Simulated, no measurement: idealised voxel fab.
The document below concerns the process module designated voxel gate over fins.
It is cross-section cut that appears here, measuring 255 nm in width, its square cells being 5 nm in size.
We lay out every cross-section as a grid of square cells and spell it out in bands from the top down, where one band means one or more rows of cells. This entry defines a band. It first specifies the height of the band's top and the height of its bottom in nm, and then specifies the band's materials from left to right, stating each material with its width in nm. The word "throughout" identifies a single material that fills the band from edge to edge, while the word "blank" identifies empty space. We count height from 0. Below that, the starting wafer is all one material. The lowest band never ends at the bottom but goes on down; see "0 -> down" for how that is written. When a width is written as two numbers, as in "30 to 40", the first number is the width in the top row of cells of the band and the second is the width in its bottom row, and the width changes by the same amount from each row to the next. "no change" (step): cross-section cells unchanged, all of them. The label "Fully sealed voids" introduces a list of the empty spaces, 8 cells or larger, that have no open way up to the top; each entry in it reads width x height at distance, where the distance is taken from the left edge and all three are stated in nm. after a step's settings: what the simulator itself notes on the step. "overlay nm" denotes, for a step that has a mask, the displacement of the mask to the right of its planned place, with negative values corresponding to the left.

Process steps foreseen in the plan:
- 1: RECEIVE, material Si
- 2: CONFORMAL_DEP, material SiN, thk nm 5
- 3: MASKED_ETCH, tone cover, mask id FINS, width nm 15, pitch nm 50, etch materials SiN, depth nm 5, overlay nm 0
- 4: MASKED_ETCH, tone cover, mask id FINS, width nm 15, pitch nm 50, etch materials Si, depth nm 30, overlay nm 0
- 5: FILL_DEP, material SiO2, thk nm 10
- 6: CMP, height nm 5
- 7: MASKED_ETCH, tone open, mask id RAIL, width nm 15, etch materials SiO2, depth nm 30, overlay nm 0
- 8: CONFORMAL_DEP, material TiN, thk nm 5
- 9: FILL_DEP, material Ru, thk nm 5
- 10: CMP, height nm 5
- 11: SELECTIVE_ETCH, etch materials W Ru TiN, depth nm 20
- 12: FILL_DEP, material SiO2, thk nm 5
- 13: CMP, height nm 5
- 14: SELECTIVE_ETCH, etch materials SiO2, depth nm 15
- 15: STRIP, etch materials SiN
- 16: CONFORMAL_DEP, material HfO2, thk nm 5
- 17: CONFORMAL_DEP, material TiN, thk nm 5
- 18: CONFORMAL_DEP, material TiAl, thk nm 5
- 19: CONFORMAL_DEP, material TiN, thk nm 5
- 20: FILL_DEP, material W, thk nm 10
- 21: CMP, height nm 25
- 22: CONFORMAL_DEP, material SiCN, thk nm 5

First wafer out of two, processed as planned:

So this is the incoming wafer in cross-section - it's already been through step 1:
	0 -> down: Si throughout
	Fully sealed voids: none

Once step 2 is through, the wafer looks like this in cross-section:
	5 -> 0: SiN throughout
	Below 0 it's all the same as before, nothing changed down there.

Once step 3 is through, the wafer looks like this in cross-section:
	5 -> 0: 70 blank  15 SiN  35 blank  15 SiN  35 blank  15 SiN  70 blank
	Below 0 it's all the same as before, nothing changed down there.

Once step 4 is through, the wafer looks like this in cross-section:
	5 -> 0: 70 blank  15 SiN  35 blank  15 SiN  35 blank  15 SiN  70 blank
	0 -> -30: 70 blank  15 Si  35 blank  15 Si  35 blank  15 Si  70 blank
	Below -30 it's all the same as before, nothing changed down there.

Once step 5 is through, the wafer looks like this in cross-section:
	15 -> 5: SiO2 throughout
	5 -> 0: 70 SiO2  15 SiN  35 SiO2  15 SiN  35 SiO2  15 SiN  70 SiO2
	0 -> -30: 70 SiO2  15 Si  35 SiO2  15 Si  35 SiO2  15 Si  70 SiO2
	Below -30 it's all the same as before, nothing changed down there.

Once step 6 is through, the wafer looks like this in cross-section:
	5 -> 0: 70 SiO2  15 SiN  35 SiO2  15 SiN  35 SiO2  15 SiN  70 SiO2
	Below 0 it's all the same as before, nothing changed down there.

Once step 7 is through, the wafer looks like this in cross-section:
	5 -> 0: 70 SiO2  15 SiN  10 SiO2  15 blank  10 SiO2  15 SiN  35 SiO2  15 SiN  70 SiO2
	0 -> -25: 70 SiO2  15 Si  10 SiO2  15 blank  10 SiO2  15 Si  35 SiO2  15 Si  70 SiO2
	Below -25 it's all the same as before, nothing changed down there.

Once step 8 is through, the wafer looks like this in cross-section:
	10 -> 5: 100 TiN  5 blank  150 TiN
	5 -> 0: 70 SiO2  15 SiN  10 SiO2  5 TiN  5 blank  5 TiN  10 SiO2  15 SiN  35 SiO2  15 SiN  70 SiO2
	0 -> -20: 70 SiO2  15 Si  10 SiO2  5 TiN  5 blank  5 TiN  10 SiO2  15 Si  35 SiO2  15 Si  70 SiO2
	-20 -> -25: 70 SiO2  15 Si  10 SiO2  15 TiN  10 SiO2  15 Si  35 SiO2  15 Si  70 SiO2
	Below -25 it's all the same as before, nothing changed down there.

Once step 9 is through, the wafer looks like this in cross-section:
	15 -> 10: Ru throughout
	10 -> 5: 100 TiN  5 Ru  150 TiN
	5 -> 0: 70 SiO2  15 SiN  10 SiO2  5 TiN  5 Ru  5 TiN  10 SiO2  15 SiN  35 SiO2  15 SiN  70 SiO2
	0 -> -20: 70 SiO2  15 Si  10 SiO2  5 TiN  5 Ru  5 TiN  10 SiO2  15 Si  35 SiO2  15 Si  70 SiO2
	Below -20 it's all the same as before, nothing changed down there.

Once step 10 is through, the wafer looks like this in cross-section:
	5 -> 0: 70 SiO2  15 SiN  10 SiO2  5 TiN  5 Ru  5 TiN  10 SiO2  15 SiN  35 SiO2  15 SiN  70 SiO2
	Below 0 it's all the same as before, nothing changed down there.

Once step 11 is through, the wafer looks like this in cross-section:
	5 -> 0: 70 SiO2  15 SiN  10 SiO2  15 blank  10 SiO2  15 SiN  35 SiO2  15 SiN  70 SiO2
	0 -> -15: 70 SiO2  15 Si  10 SiO2  15 blank  10 SiO2  15 Si  35 SiO2  15 Si  70 SiO2
	Below -15 it's all the same as before, nothing changed down there.

Once step 12 is through, the wafer looks like this in cross-section:
	10 -> 5: SiO2 throughout
	5 -> 0: 70 SiO2  15 SiN  35 SiO2  15 SiN  35 SiO2  15 SiN  70 SiO2
	0 -> -15: 70 SiO2  15 Si  35 SiO2  15 Si  35 SiO2  15 Si  70 SiO2
	Below -15 it's all the same as before, nothing changed down there.

Once step 13 is through, the wafer looks like this in cross-section:
	5 -> 0: 70 SiO2  15 SiN  35 SiO2  15 SiN  35 SiO2  15 SiN  70 SiO2
	Below 0 it's all the same as before, nothing changed down there.

Once step 14 is through, the wafer looks like this in cross-section:
	5 -> 0: 70 blank  15 SiN  35 blank  15 SiN  35 blank  15 SiN  70 blank
	0 -> -10: 70 blank  15 Si  35 blank  15 Si  35 blank  15 Si  70 blank
	Below -10 it's all the same as before, nothing changed down there.

Once step 15 is through, the wafer looks like this in cross-section:
	0 -> -10: 70 blank  15 Si  35 blank  15 Si  35 blank  15 Si  70 blank
	Below -10 it's all the same as before, nothing changed down there.

Once step 16 is through, the wafer looks like this in cross-section:
	5 -> 0: 65 blank  25 HfO2  25 blank  25 HfO2  25 blank  25 HfO2  65 blank
	0 -> -5: 65 blank  5 HfO2  15 Si  5 HfO2  25 blank  5 HfO2  15 Si  5 HfO2  25 blank  5 HfO2  15 Si  5 HfO2  65 blank
	-5 -> -10: 70 HfO2  15 Si  35 HfO2  15 Si  35 HfO2  15 Si  70 HfO2
	Below -10 it's all the same as before, nothing changed down there.

Once step 17 is through, the wafer looks like this in cross-section:
	10 -> 5: 60 blank  35 TiN  15 blank  35 TiN  15 blank  35 TiN  60 blank
	5 -> 0: 60 blank  5 TiN  25 HfO2  5 TiN  15 blank  5 TiN  25 HfO2  5 TiN  15 blank  5 TiN  25 HfO2  5 TiN  60 blank
	0 -> -5: 65 TiN  5 HfO2  15 Si  5 HfO2  25 TiN  5 HfO2  15 Si  5 HfO2  25 TiN  5 HfO2  15 Si  5 HfO2  65 TiN
	Below -5 it's all the same as before, nothing changed down there.

Once step 18 is through, the wafer looks like this in cross-section:
	15 -> 10: 55 blank  45 TiAl  5 blank  45 TiAl  5 blank  45 TiAl  55 blank
	10 -> 5: 55 blank  5 TiAl  35 TiN  5 TiAl  5 blank  5 TiAl  35 TiN  5 TiAl  5 blank  5 TiAl  35 TiN  5 TiAl  55 blank
	5 -> 0: 60 TiAl  5 TiN  25 HfO2  5 TiN  15 TiAl  5 TiN  25 HfO2  5 TiN  15 TiAl  5 TiN  25 HfO2  5 TiN  60 TiAl
	Below 0 it's all the same as before, nothing changed down there.

Once step 19 is through, the wafer looks like this in cross-section:
	20 -> 15: 50 blank  155 TiN  50 blank
	15 -> 10: 50 blank  5 TiN  45 TiAl  5 TiN  45 TiAl  5 TiN  45 TiAl  5 TiN  50 blank
	10 -> 5: 55 TiN  5 TiAl  35 TiN  5 TiAl  5 TiN  5 TiAl  35 TiN  5 TiAl  5 TiN  5 TiAl  35 TiN  5 TiAl  55 TiN
	Below 5 it's all the same as before, nothing changed down there.

Once step 20 is through, the wafer looks like this in cross-section:
	30 -> 20: W throughout
	20 -> 15: 50 W  155 TiN  50 W
	15 -> 10: 50 W  5 TiN  45 TiAl  5 TiN  45 TiAl  5 TiN  45 TiAl  5 TiN  50 W
	Below 10 it's all the same as before, nothing changed down there.

Once step 21 is through, the wafer looks like this in cross-section:
	25 -> 20: W throughout
	Below 20 it's all the same as before, nothing changed down there.

Once step 22 is through, the wafer looks like this in cross-section:
	30 -> 25: SiCN throughout
	Below 25 it's all the same as before, nothing changed down there.

Second wafer. Start and plan as for the first. One mistake made in running. Agrees with the first up to and including step 6:

Second wafer, sectioned view, at step 7's planned end time:
	5 -> 0: 70 SiO2  15 SiN  20 SiO2  15 blank  15 SiN  35 SiO2  15 SiN  70 SiO2
	0 -> -25: 70 SiO2  15 Si  20 SiO2  15 blank  15 Si  35 SiO2  15 Si  70 SiO2
	Below -25 it's all the same as before, nothing changed down there.

Second wafer, sectioned view, at step 8's planned end time:
	10 -> 5: 110 TiN  5 blank  140 TiN
	5 -> 0: 70 SiO2  15 SiN  20 SiO2  5 TiN  5 blank  5 TiN  15 SiN  35 SiO2  15 SiN  70 SiO2
	0 -> -20: 70 SiO2  15 Si  20 SiO2  5 TiN  5 blank  5 TiN  15 Si  35 SiO2  15 Si  70 SiO2
	-20 -> -25: 70 SiO2  15 Si  20 SiO2  15 TiN  15 Si  35 SiO2  15 Si  70 SiO2
	Below -25 it's all the same as before, nothing changed down there.

Second wafer, sectioned view, at step 9's planned end time:
	15 -> 10: Ru throughout
	10 -> 5: 110 TiN  5 Ru  140 TiN
	5 -> 0: 70 SiO2  15 SiN  20 SiO2  5 TiN  5 Ru  5 TiN  15 SiN  35 SiO2  15 SiN  70 SiO2
	0 -> -20: 70 SiO2  15 Si  20 SiO2  5 TiN  5 Ru  5 TiN  15 Si  35 SiO2  15 Si  70 SiO2
	Below -20 it's all the same as before, nothing changed down there.

Second wafer, sectioned view, at step 10's planned end time:
	5 -> 0: 70 SiO2  15 SiN  20 SiO2  5 TiN  5 Ru  5 TiN  15 SiN  35 SiO2  15 SiN  70 SiO2
	Below 0 it's all the same as before, nothing changed down there.

Second wafer, sectioned view, at step 11's planned end time:
	5 -> 0: 70 SiO2  15 SiN  20 SiO2  15 blank  15 SiN  35 SiO2  15 SiN  70 SiO2
	0 -> -15: 70 SiO2  15 Si  20 SiO2  15 blank  15 Si  35 SiO2  15 Si  70 SiO2
	Below -15 it's all the same as before, nothing changed down there.

Second wafer, sectioned view, at step 12's planned end time:
	10 -> 5: SiO2 throughout
	5 -> 0: 70 SiO2  15 SiN  35 SiO2  15 SiN  35 SiO2  15 SiN  70 SiO2
	0 -> -15: 70 SiO2  15 Si  35 SiO2  15 Si  35 SiO2  15 Si  70 SiO2
	Below -15 it's all the same as before, nothing changed down there.

Second wafer, sectioned view, at step 13's planned end time:
	5 -> 0: 70 SiO2  15 SiN  35 SiO2  15 SiN  35 SiO2  15 SiN  70 SiO2
	Below 0 it's all the same as before, nothing changed down there.

Second wafer, sectioned view, at step 14's planned end time:
	5 -> 0: 70 blank  15 SiN  35 blank  15 SiN  35 blank  15 SiN  70 blank
	0 -> -10: 70 blank  15 Si  35 blank  15 Si  35 blank  15 Si  70 blank
	Below -10 it's all the same as before, nothing changed down there.

Second wafer, sectioned view, at step 15's planned end time:
	0 -> -10: 70 blank  15 Si  35 blank  15 Si  35 blank  15 Si  70 blank
	Below -10 it's all the same as before, nothing changed down there.

Second wafer, sectioned view, at step 16's planned end time:
	5 -> 0: 65 blank  25 HfO2  25 blank  25 HfO2  25 blank  25 HfO2  65 blank
	0 -> -5: 65 blank  5 HfO2  15 Si  5 HfO2  25 blank  5 HfO2  15 Si  5 HfO2  25 blank  5 HfO2  15 Si  5 HfO2  65 blank
	-5 -> -10: 70 HfO2  15 Si  35 HfO2  15 Si  35 HfO2  15 Si  70 HfO2
	Below -10 it's all the same as before, nothing changed down there.

Second wafer, sectioned view, at step 17's planned end time:
	10 -> 5: 60 blank  35 TiN  15 blank  35 TiN  15 blank  35 TiN  60 blank
	5 -> 0: 60 blank  5 TiN  25 HfO2  5 TiN  15 blank  5 TiN  25 HfO2  5 TiN  15 blank  5 TiN  25 HfO2  5 TiN  60 blank
	0 -> -5: 65 TiN  5 HfO2  15 Si  5 HfO2  25 TiN  5 HfO2  15 Si  5 HfO2  25 TiN  5 HfO2  15 Si  5 HfO2  65 TiN
	Below -5 it's all the same as before, nothing changed down there.

Second wafer, sectioned view, at step 18's planned end time:
	15 -> 10: 55 blank  45 TiAl  5 blank  45 TiAl  5 blank  45 TiAl  55 blank
	10 -> 5: 55 blank  5 TiAl  35 TiN  5 TiAl  5 blank  5 TiAl  35 TiN  5 TiAl  5 blank  5 TiAl  35 TiN  5 TiAl  55 blank
	5 -> 0: 60 TiAl  5 TiN  25 HfO2  5 TiN  15 TiAl  5 TiN  25 HfO2  5 TiN  15 TiAl  5 TiN  25 HfO2  5 TiN  60 TiAl
	Below 0 it's all the same as before, nothing changed down there.

Second wafer, sectioned view, at step 19's planned end time:
	20 -> 15: 50 blank  155 TiN  50 blank
	15 -> 10: 50 blank  5 TiN  45 TiAl  5 TiN  45 TiAl  5 TiN  45 TiAl  5 TiN  50 blank
	10 -> 5: 55 TiN  5 TiAl  35 TiN  5 TiAl  5 TiN  5 TiAl  35 TiN  5 TiAl  5 TiN  5 TiAl  35 TiN  5 TiAl  55 TiN
	Below 5 it's all the same as before, nothing changed down there.

Second wafer, sectioned view, at step 20's planned end time:
	30 -> 20: W throughout
	20 -> 15: 50 W  155 TiN  50 W
	15 -> 10: 50 W  5 TiN  45 TiAl  5 TiN  45 TiAl  5 TiN  45 TiAl  5 TiN  50 W
	Below 10 it's all the same as before, nothing changed down there.

Second wafer, sectioned view, at step 21's planned end time:
	25 -> 20: W throughout
	Below 20 it's all the same as before, nothing changed down there.

Second wafer, sectioned view, at step 22's planned end time:
	30 -> 25: SiCN throughout
	Below 25 it's all the same as before, nothing changed down there.
It is concluded that the wafer was processed incorrectly with respect to the plan, in that step 7 changed vs plan, executed as MASKED_ETCH, tone open, mask id RAIL, width nm 15, etch materials SiO2, depth nm 30, overlay nm 10
Upon completion, the cell count for each material on the second wafer equals that on the first, whereas the spatial distribution of those cells differs.
